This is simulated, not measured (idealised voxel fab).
Process module in this document: voxel gate over fins
The width of the displayed cross-section, cut, is 240 nm; its cells are square, with a size of 5 nm.
The cross-sections in this document take the form of a grid made of square cells. They are written out as bands, in order from top to bottom. Each band consists of one or more rows of cells.
In this notation a band is specified by the heights of its top and bottom, in that order and in nm, after which its materials appear from left to right, each paired with its width in nm. The word "edge to edge" attached to a single material means that material fills the band from edge to edge; the word "blank" stands for empty space.
Below 0: as-received wafer, all one material; heights counted from there. Lowest band: no bottom, goes on down, written "0..down".
Per-row width for "30->40": begins at first number (top row of band), ends at second number (bottom row), increment between rows held constant.
What does "remained the same" mean for a step? It means no cell of the cross-section changed in that step.
In the "Sealed-off cavities" entry, you get each enclosed empty space of 8 cells or more, one with no open way to the top, written width x height at distance, distance from the left edge, in nm.
Formally, on a step line, whatever follows the settings is a remark that the simulator itself makes on the step.
overlay nm: for a step with a mask, the amount by which the mask lay right of where it was planned; a negative amount means left of it.
-- Set out below are the planned steps of the process
step 1: RECEIVE (material Si)
step 2: CONFORMAL_DEP (material SiN; thk nm 5)
step 3: DIRECTIONAL_DEP (material aC; thk nm 15)
step 4: PATTERN (tone cover; mask id FINS; material resist; width nm 15; pitch nm 50; thk nm 35; overlay nm 0)
step 5: DIRECTIONAL_ETCH (etch materials aC; depth nm 15)
step 6: STRIP (etch materials resist)
step 7: DIRECTIONAL_ETCH (etch materials SiN; depth nm 5)
step 8: DIRECTIONAL_ETCH (etch materials Si; depth nm 35)
step 9: STRIP (etch materials aC)
step 10: OXIDIZE (depth nm 5)
step 11: FILL_DEP (material SiO2; thk nm 15)
step 12: CMP (height nm 5)
step 13: MASKED_ETCH (tone open; mask id RAIL; width nm 15; etch materials SiO2; depth nm 35; overlay nm 0)
step 14: CONFORMAL_DEP (material TiN; thk nm 5)
step 15: FILL_DEP (material W; thk nm 5)
step 16: CMP (height nm 5)
step 17: SELECTIVE_ETCH (etch materials W Ru TiN; depth nm 20)
step 18: FILL_DEP (material SiO2; thk nm 5)
step 19: CMP (height nm 5)
step 20: SELECTIVE_ETCH (etch materials SiO2; depth nm 15)
step 21: STRIP (etch materials SiN)
step 22: CONFORMAL_DEP (material HfO2; thk nm 5)
step 23: CONFORMAL_DEP (material TiN; thk nm 5)
step 24: CONFORMAL_DEP (material TiAl; thk nm 5)
step 25: CONFORMAL_DEP (material TiN; thk nm 5)
step 26: FILL_DEP (material W; thk nm 15)
step 27: CMP (height nm 30)
step 28: CONFORMAL_DEP (material SiCN; thk nm 5)
-- Below: the first of two wafers, run as planned
-- Received-state cross-section, reflecting completion of step 1
* 0..down = Si edge to edge
* Sealed-off cavities: none
-- Upon completion of step 2, the wafer appears in cross-section as shown
* 5..0 = SiN edge to edge
* Whatever lies below 0 is exactly as it was before.
-- Upon completion of step 3, the wafer appears in cross-section as shown
* 20..5 = aC edge to edge
* Whatever lies below 5 is exactly as it was before.
-- Upon completion of step 4, the wafer appears in cross-section as shown
* 55..20 = 85 blank | 15 resist | 35 blank | 15 resist | 90 blank
* Whatever lies below 20 is exactly as it was before.
-- Upon completion of step 5, the wafer appears in cross-section as shown
* 40..20 = 85 blank | 15 resist | 35 blank | 15 resist | 90 blank
* 20..5 = 85 blank | 15 aC | 35 blank | 15 aC | 90 blank
* Whatever lies below 5 is exactly as it was before.
-- Upon completion of step 6, the wafer appears in cross-section as shown
* 20..5 = 85 blank | 15 aC | 35 blank | 15 aC | 90 blank
* Whatever lies below 5 is exactly as it was before.
-- Upon completion of step 7, the wafer appears in cross-section as shown
* 20..5 = 85 blank | 15 aC | 35 blank | 15 aC | 90 blank
* 5..0 = 85 blank | 15 SiN | 35 blank | 15 SiN | 90 blank
* Whatever lies below 0 is exactly as it was before.
-- Upon completion of step 8, the wafer appears in cross-section as shown
* 20..5 = 85 blank | 15 aC | 35 blank | 15 aC | 90 blank
* 5..0 = 85 blank | 15 SiN | 35 blank | 15 SiN | 90 blank
* 0..-35 = 85 blank | 15 Si | 35 blank | 15 Si | 90 blank
* Whatever lies below -35 is exactly as it was before.
-- Upon completion of step 9, the wafer appears in cross-section as shown
* 5..0 = 85 blank | 15 SiN | 35 blank | 15 SiN | 90 blank
* Whatever lies below 0 is exactly as it was before.
-- Upon completion of step 10, the wafer appears in cross-section as shown
* 5..0 = 85 blank | 15 SiN | 35 blank | 15 SiN | 90 blank
* 0..-35 = 85 blank | 5 SiO2 | 5 Si | 5 SiO2 | 35 blank | 5 SiO2 | 5 Si | 5 SiO2 | 90 blank
* -35..-40 = 90 SiO2 | 5 Si | 45 SiO2 | 5 Si | 95 SiO2
* Whatever lies below -40 is exactly as it was before.
-- Upon completion of step 11, the wafer appears in cross-section as shown
* 20..5 = SiO2 edge to edge
* 5..0 = 85 SiO2 | 15 SiN | 35 SiO2 | 15 SiN | 90 SiO2
* 0..-40 = 90 SiO2 | 5 Si | 45 SiO2 | 5 Si | 95 SiO2
* Whatever lies below -40 is exactly as it was before.
-- Upon completion of step 12, the wafer appears in cross-section as shown
* 5..0 = 85 SiO2 | 15 SiN | 35 SiO2 | 15 SiN | 90 SiO2
* Whatever lies below 0 is exactly as it was before.
-- Upon completion of step 13, the wafer appears in cross-section as shown
* 5..0 = 85 SiO2 | 15 SiN | 10 SiO2 | 15 blank | 10 SiO2 | 15 SiN | 90 SiO2
* 0..-30 = 90 SiO2 | 5 Si | 15 SiO2 | 15 blank | 15 SiO2 | 5 Si | 95 SiO2
* Whatever lies below -30 is exactly as it was before.
-- Upon completion of step 14, the wafer appears in cross-section as shown
* 10..5 = 115 TiN | 5 blank | 120 TiN
* 5..0 = 85 SiO2 | 15 SiN | 10 SiO2 | 5 TiN | 5 blank | 5 TiN | 10 SiO2 | 15 SiN | 90 SiO2
* 0..-25 = 90 SiO2 | 5 Si | 15 SiO2 | 5 TiN | 5 blank | 5 TiN | 15 SiO2 | 5 Si | 95 SiO2
* -25..-30 = 90 SiO2 | 5 Si | 15 SiO2 | 15 TiN | 15 SiO2 | 5 Si | 95 SiO2
* Whatever lies below -30 is exactly as it was before.
-- Upon completion of step 15, the wafer appears in cross-section as shown
* 15..10 = W edge to edge
* 10..5 = 115 TiN | 5 W | 120 TiN
* 5..0 = 85 SiO2 | 15 SiN | 10 SiO2 | 5 TiN | 5 W | 5 TiN | 10 SiO2 | 15 SiN | 90 SiO2
* 0..-25 = 90 SiO2 | 5 Si | 15 SiO2 | 5 TiN | 5 W | 5 TiN | 15 SiO2 | 5 Si | 95 SiO2
* Whatever lies below -25 is exactly as it was before.
-- Upon completion of step 16, the wafer appears in cross-section as shown
* 5..0 = 85 SiO2 | 15 SiN | 10 SiO2 | 5 TiN | 5 W | 5 TiN | 10 SiO2 | 15 SiN | 90 SiO2
* Whatever lies below 0 is exactly as it was before.
-- Upon completion of step 17, the wafer appears in cross-section as shown
* 5..0 = 85 SiO2 | 15 SiN | 10 SiO2 | 15 blank | 10 SiO2 | 15 SiN | 90 SiO2
* 0..-15 = 90 SiO2 | 5 Si | 15 SiO2 | 15 blank | 15 SiO2 | 5 Si | 95 SiO2
* Whatever lies below -15 is exactly as it was before.
-- Upon completion of step 18, the wafer appears in cross-section as shown
* 10..5 = SiO2 edge to edge
* 5..0 = 85 SiO2 | 15 SiN | 35 SiO2 | 15 SiN | 90 SiO2
* 0..-15 = 90 SiO2 | 5 Si | 45 SiO2 | 5 Si | 95 SiO2
* Whatever lies below -15 is exactly as it was before.
-- Upon completion of step 19, the wafer appears in cross-section as shown
* 5..0 = 85 SiO2 | 15 SiN | 35 SiO2 | 15 SiN | 90 SiO2
* Whatever lies below 0 is exactly as it was before.
-- Upon completion of step 20, the wafer appears in cross-section as shown
* 5..0 = 85 blank | 15 SiN | 35 blank | 15 SiN | 90 blank
* 0..-10 = 90 blank | 5 Si | 45 blank | 5 Si | 95 blank
* Whatever lies below -10 is exactly as it was before.
-- Upon completion of step 21, the wafer appears in cross-section as shown
* 0..-10 = 90 blank | 5 Si | 45 blank | 5 Si | 95 blank
* Whatever lies below -10 is exactly as it was before.
-- Upon completion of step 22, the wafer appears in cross-section as shown
* 5..0 = 85 blank | 15 HfO2 | 35 blank | 15 HfO2 | 90 blank
* 0..-5 = 85 blank | 5 HfO2 | 5 Si | 5 HfO2 | 35 blank | 5 HfO2 | 5 Si | 5 HfO2 | 90 blank
* -5..-10 = 90 HfO2 | 5 Si | 45 HfO2 | 5 Si | 95 HfO2
* Whatever lies below -10 is exactly as it was before.
-- Upon completion of step 23, the wafer appears in cross-section as shown
* 10..5 = 80 blank | 25 TiN | 25 blank | 25 TiN | 85 blank
* 5..0 = 80 blank | 5 TiN | 15 HfO2 | 5 TiN | 25 blank | 5 TiN | 15 HfO2 | 5 TiN | 85 blank
* 0..-5 = 85 TiN | 5 HfO2 | 5 Si | 5 HfO2 | 35 TiN | 5 HfO2 | 5 Si | 5 HfO2 | 90 TiN
* Whatever lies below -5 is exactly as it was before.
-- Upon completion of step 24, the wafer appears in cross-section as shown
* 15..10 = 75 blank | 35 TiAl | 15 blank | 35 TiAl | 80 blank
* 10..5 = 75 blank | 5 TiAl | 25 TiN | 5 TiAl | 15 blank | 5 TiAl | 25 TiN | 5 TiAl | 80 blank
* 5..0 = 80 TiAl | 5 TiN | 15 HfO2 | 5 TiN | 25 TiAl | 5 TiN | 15 HfO2 | 5 TiN | 85 TiAl
* Whatever lies below 0 is exactly as it was before.
-- Upon completion of step 25, the wafer appears in cross-section as shown
* 20..15 = 70 blank | 45 TiN | 5 blank | 45 TiN | 75 blank
* 15..10 = 70 blank | 5 TiN | 35 TiAl | 5 TiN | 5 blank | 5 TiN | 35 TiAl | 5 TiN | 75 blank
* 10..5 = 75 TiN | 5 TiAl | 25 TiN | 5 TiAl | 15 TiN | 5 TiAl | 25 TiN | 5 TiAl | 80 TiN
* Whatever lies below 5 is exactly as it was before.
-- Upon completion of step 26, the wafer appears in cross-section as shown
* 35..20 = W edge to edge
* 20..15 = 70 W | 45 TiN | 5 W | 45 TiN | 75 W
* 15..10 = 70 W | 5 TiN | 35 TiAl | 5 TiN | 5 W | 5 TiN | 35 TiAl | 5 TiN | 75 W
* Whatever lies below 10 is exactly as it was before.
-- Upon completion of step 27, the wafer appears in cross-section as shown
* 30..20 = W edge to edge
* Whatever lies below 20 is exactly as it was before.
-- Upon completion of step 28, the wafer appears in cross-section as shown
* 35..30 = SiCN edge to edge
* Whatever lies below 30 is exactly as it was before.
-- Wafer two of the pair: same origin, same plan, one error during the run; identical to wafer one up to and including step 12
-- The second wafer in cross-section, at the planned close of step 13
* 5..0 = 85 blank | 15 SiN | 10 blank | 15 SiO2 | 10 blank | 15 SiN | 90 blank
* 0..-30 = 85 blank | 5 SiO2 | 5 Si | 5 SiO2 | 10 blank | 15 SiO2 | 10 blank | 5 SiO2 | 5 Si | 5 SiO2 | 90 blank
* Whatever lies below -30 is exactly as it was before.
-- The second wafer in cross-section, at the planned close of step 14
* 10..5 = 80 blank | 75 TiN | 85 blank
* 5..0 = 80 blank | 5 TiN | 15 SiN | 10 TiN | 15 SiO2 | 10 TiN | 15 SiN | 5 TiN | 85 blank
* 0..-25 = 80 blank | 5 TiN | 5 SiO2 | 5 Si | 5 SiO2 | 10 TiN | 15 SiO2 | 10 TiN | 5 SiO2 | 5 Si | 5 SiO2 | 5 TiN | 85 blank
* -25..-30 = 85 TiN | 5 SiO2 | 5 Si | 5 SiO2 | 10 TiN | 15 SiO2 | 10 TiN | 5 SiO2 | 5 Si | 5 SiO2 | 90 TiN
* Whatever lies below -30 is exactly as it was before.
-- The second wafer in cross-section, at the planned close of step 15
* 15..10 = W edge to edge
* 10..5 = 80 W | 75 TiN | 85 W
* 5..0 = 80 W | 5 TiN | 15 SiN | 10 TiN | 15 SiO2 | 10 TiN | 15 SiN | 5 TiN | 85 W
* 0..-25 = 80 W | 5 TiN | 5 SiO2 | 5 Si | 5 SiO2 | 10 TiN | 15 SiO2 | 10 TiN | 5 SiO2 | 5 Si | 5 SiO2 | 5 TiN | 85 W
* Whatever lies below -25 is exactly as it was before.
-- The second wafer in cross-section, at the planned close of step 16
* 5..0 = 80 W | 5 TiN | 15 SiN | 10 TiN | 15 SiO2 | 10 TiN | 15 SiN | 5 TiN | 85 W
* Whatever lies below 0 is exactly as it was before.
-- The second wafer in cross-section, at the planned close of step 17
* 5..0 = 85 blank | 15 SiN | 10 blank | 15 SiO2 | 10 blank | 15 SiN | 90 blank
* 0..-15 = 85 blank | 5 SiO2 | 5 Si | 5 SiO2 | 10 blank | 15 SiO2 | 10 blank | 5 SiO2 | 5 Si | 5 SiO2 | 90 blank
* Whatever lies below -15 is exactly as it was before.
-- The second wafer in cross-section, at the planned close of step 18
* 10..5 = SiO2 edge to edge
* 5..0 = 85 SiO2 | 15 SiN | 35 SiO2 | 15 SiN | 90 SiO2
* 0..-15 = 90 SiO2 | 5 Si | 45 SiO2 | 5 Si | 95 SiO2
* Whatever lies below -15 is exactly as it was before.
-- The second wafer in cross-section, at the planned close of step 19
* 5..0 = 85 SiO2 | 15 SiN | 35 SiO2 | 15 SiN | 90 SiO2
* Whatever lies below 0 is exactly as it was before.
-- The second wafer in cross-section, at the planned close of step 20
* 5..0 = 85 blank | 15 SiN | 35 blank | 15 SiN | 90 blank
* 0..-10 = 90 blank | 5 Si | 45 blank | 5 Si | 95 blank
* Whatever lies below -10 is exactly as it was before.
-- The second wafer in cross-section, at the planned close of step 21
* 0..-10 = 90 blank | 5 Si | 45 blank | 5 Si | 95 blank
* Whatever lies below -10 is exactly as it was before.
-- The second wafer in cross-section, at the planned close of step 22
* 5..0 = 85 blank | 15 HfO2 | 35 blank | 15 HfO2 | 90 blank
* 0..-5 = 85 blank | 5 HfO2 | 5 Si | 5 HfO2 | 35 blank | 5 HfO2 | 5 Si | 5 HfO2 | 90 blank
* -5..-10 = 90 HfO2 | 5 Si | 45 HfO2 | 5 Si | 95 HfO2
* Whatever lies below -10 is exactly as it was before.
-- The second wafer in cross-section, at the planned close of step 23
* 10..5 = 80 blank | 25 TiN | 25 blank | 25 TiN | 85 blank
* 5..0 = 80 blank | 5 TiN | 15 HfO2 | 5 TiN | 25 blank | 5 TiN | 15 HfO2 | 5 TiN | 85 blank
* 0..-5 = 85 TiN | 5 HfO2 | 5 Si | 5 HfO2 | 35 TiN | 5 HfO2 | 5 Si | 5 HfO2 | 90 TiN
* Whatever lies below -5 is exactly as it was before.
-- The second wafer in cross-section, at the planned close of step 24
* 15..10 = 75 blank | 35 TiAl | 15 blank | 35 TiAl | 80 blank
* 10..5 = 75 blank | 5 TiAl | 25 TiN | 5 TiAl | 15 blank | 5 TiAl | 25 TiN | 5 TiAl | 80 blank
* 5..0 = 80 TiAl | 5 TiN | 15 HfO2 | 5 TiN | 25 TiAl | 5 TiN | 15 HfO2 | 5 TiN | 85 TiAl
* Whatever lies below 0 is exactly as it was before.
-- The second wafer in cross-section, at the planned close of step 25
* 20..15 = 70 blank | 45 TiN | 5 blank | 45 TiN | 75 blank
* 15..10 = 70 blank | 5 TiN | 35 TiAl | 5 TiN | 5 blank | 5 TiN | 35 TiAl | 5 TiN | 75 blank
* 10..5 = 75 TiN | 5 TiAl | 25 TiN | 5 TiAl | 15 TiN | 5 TiAl | 25 TiN | 5 TiAl | 80 TiN
* Whatever lies below 5 is exactly as it was before.
-- The second wafer in cross-section, at the planned close of step 26
* 35..20 = W edge to edge
* 20..15 = 70 W | 45 TiN | 5 W | 45 TiN | 75 W
* 15..10 = 70 W | 5 TiN | 35 TiAl | 5 TiN | 5 W | 5 TiN | 35 TiAl | 5 TiN | 75 W
* Whatever lies below 10 is exactly as it was before.
-- The second wafer in cross-section, at the planned close of step 27
* 30..20 = W edge to edge
* Whatever lies below 20 is exactly as it was before.
-- The second wafer in cross-section, at the planned close of step 28
* 35..30 = SiCN edge to edge
* Whatever lies below 30 is exactly as it was before.
Processing error: it should be noted that step 13 was executed with settings other than those planned, the operation and settings actually applied being MASKED_ETCH (tone cover; mask id RAIL; width nm 15; etch materials SiO2; depth nm 35; overlay nm 0)
Counted in cells at the end, the second wafer holds more or fewer of these materials than the first: SiO2 -108, TiN +44, W +64
